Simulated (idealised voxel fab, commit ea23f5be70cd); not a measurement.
process module | voxel wiring stack
cross-section cut | 245 nm wide | cells 5 nm
A cross-section is a grid of square cells, given in bands from the top down. A band is one or more rows of cells.
Each band's line starts with the height of the band's top and of its bottom, in nm. Then come its materials from left to right, each with its width in nm. One material with "throughout" fills the band from edge to edge. "air" is empty space.
Height 0 is the level under which the wafer as received is all one material. The lowest band goes on downwards, as in "0 down".
A width such as "30 to 40" changes by the same amount from each row of cells to the next, from the band's top row to its bottom row.
"no change" after a step means that no cell of the cross-section changed.
closed voids: empty space of 8 cells or more with no open way to the top, each as width x height at its distance from the left edge, in nm
after a step's settings: what the simulator itself notes on the step
overlay nm, on a step with a mask: how far to the right of its planned place the mask lay; to the left if negative
plan
1 op RECEIVE | material Si
2 op CONFORMAL_DEP | material SiO2 | thk nm 15
3 op DIRECTIONAL_DEP | material TiN | thk nm 5
4 op DIRECTIONAL_DEP | material W | thk nm 25
5 op MASKED_ETCH | tone cover | mask id METAL_1 | width nm 25 | pitch nm 50 | etch materials W | depth nm 25 | overlay nm 0
6 op MASKED_ETCH | tone cover | mask id METAL_1 | width nm 25 | pitch nm 50 | etch materials TiN | depth nm 5 | overlay nm 0
7 op CONFORMAL_DEP | material SiN | thk nm 5
8 op FILL_DEP | material SiO2 | thk nm 5
9 op CMP | height nm 45
10 op CONFORMAL_DEP | material SiCN | thk nm 5
11 op DIRECTIONAL_DEP | material lowk | thk nm 15
12 op DIRECTIONAL_DEP | material aC | thk nm 15
13 op PATTERN | tone open | mask id PLUG_1 | material resist | width nm 15 | thk nm 35 | overlay nm 0
14 op DIRECTIONAL_ETCH | etch materials aC | depth nm 15
15 op STRIP | etch materials resist
16 op DIRECTIONAL_ETCH | etch materials lowk | depth nm 15
17 op DIRECTIONAL_ETCH | etch materials SiCN | depth nm 5
18 op STRIP | etch materials aC
19 op EPI | material Ru | thk nm 10
20 op EPI | material Ru | thk nm 10
21 op DIRECTIONAL_DEP | material TiN | thk nm 5
22 op DIRECTIONAL_DEP | material W | thk nm 20
23 op PATTERN | tone cover | mask id METAL_2 | material resist | width nm 25 | pitch nm 50 | thk nm 15 | overlay nm 0
24 op DIRECTIONAL_ETCH | etch materials W | depth nm 20
25 op DIRECTIONAL_ETCH | etch materials TiN | depth nm 5
26 op STRIP | etch materials resist
27 op CONFORMAL_DEP | material SiCN | thk nm 5
28 op FILL_DEP | material SiO2 | thk nm 5
29 op CMP | height nm 90
30 op CONFORMAL_DEP | material SiCN | thk nm 5
31 op DIRECTIONAL_DEP | material lowk | thk nm 30
32 op MASKED_ETCH | tone open | mask id METAL_3 | width nm 25 | pitch nm 50 | etch materials lowk | depth nm 15 | overlay nm 0
33 op PATTERN | tone open | mask id METAL_3_HOLES | material resist | width nm 15 | thk nm 15 | overlay nm 0
34 op DIRECTIONAL_ETCH | etch materials lowk | depth nm 15
35 op DIRECTIONAL_ETCH | etch materials SiCN | depth nm 5
36 op STRIP | etch materials resist
37 op CONFORMAL_DEP | material TiN | thk nm 5
38 op FILL_DEP | material Cu | thk nm 10
39 op CMP | height nm 125
40 op CONFORMAL_DEP | material SiCN | thk nm 5
varied across the wafers: thk nm of step 30. The plan shows the first wafer's value. All wafers start alike
first wafer as received, after step 1
  0 down: Si throughout
  closed voids: none
first wafer at the end, after step 40
  130 to 125: SiCN throughout
  125 to 115: lowk 85 | TiN 5 | Cu 15 | TiN 5 | lowk 25 | TiN 5 | Cu 15 | TiN 5 | lowk 85
  115 to 110: lowk 85 | TiN 5 | Cu 5 | TiN 15 | lowk 25 | TiN 25 | lowk 85
  110 to 95: lowk 85 | TiN 5 | Cu 5 | TiN 5 | lowk 145
  95 to 90: SiCN 85 | TiN 15 | SiCN 145
  90 to 70: SiO2 80 | SiCN 5 | W 25 | SiCN 5 | SiO2 15 | SiCN 5 | W 25 | SiCN 5 | SiO2 80
  70 to 65: SiCN 85 | TiN 25 | SiCN 25 | TiN 25 | SiCN 85
  65 to 50: lowk 85 | Ru 15 | lowk 145
  50 to 45: SiCN 85 | Ru 15 | SiCN 145
  45 to 20: SiO2 80 | SiN 5 | W 25 | SiN 5 | SiO2 15 | SiN 5 | W 25 | SiN 5 | SiO2 80
  20 to 15: SiN 85 | TiN 25 | SiN 25 | TiN 25 | SiN 85
  15 to 0: SiO2 throughout
  0 down: Si throughout
  closed voids: none
last wafer at the end
  130 to 125: SiCN throughout
  125 to 110: lowk 85 | TiN 5 | Cu 5 | TiN 5 | lowk 145
  110 to 105: SiCN 85 | TiN 15 | SiCN 145
  105 to 90: SiCN throughout
  90 to 70: SiO2 80 | SiCN 5 | W 25 | SiCN 5 | SiO2 15 | SiCN 5 | W 25 | SiCN 5 | SiO2 80
  70 to 65: SiCN 85 | TiN 25 | SiCN 25 | TiN 25 | SiCN 85
  65 to 50: lowk 85 | Ru 15 | lowk 145
  50 to 45: SiCN 85 | Ru 15 | SiCN 145
  45 to 20: SiO2 80 | SiN 5 | W 25 | SiN 5 | SiO2 15 | SiN 5 | W 25 | SiN 5 | SiO2 80
  20 to 15: SiN 85 | TiN 25 | SiN 25 | TiN 25 | SiN 85
  15 to 0: SiO2 throughout
  0 down: Si throughout
  closed voids: none
each wafer at the end: cells of each material gained (+) or lost (-) since it was received, then its closed voids
thk nm 5 | +16 Cu | +12 Ru | +196 SiCN | +59 SiN | +462 SiO2 | +46 TiN | +90 W | +393 lowk | closed voids: none
thk nm 10 | +10 Cu | +12 Ru | +245 SiCN | +59 SiN | +462 SiO2 | +42 TiN | +90 W | +354 lowk | closed voids: none
thk nm 15 | +4 Cu | +12 Ru | +294 SiCN | +59 SiN | +462 SiO2 | +38 TiN | +90 W | +315 lowk | closed voids: none
thk nm 20 | +3 Cu | +12 Ru | +343 SiCN | +59 SiN | +462 SiO2 | +29 TiN | +90 W | +276 lowk | closed voids: none
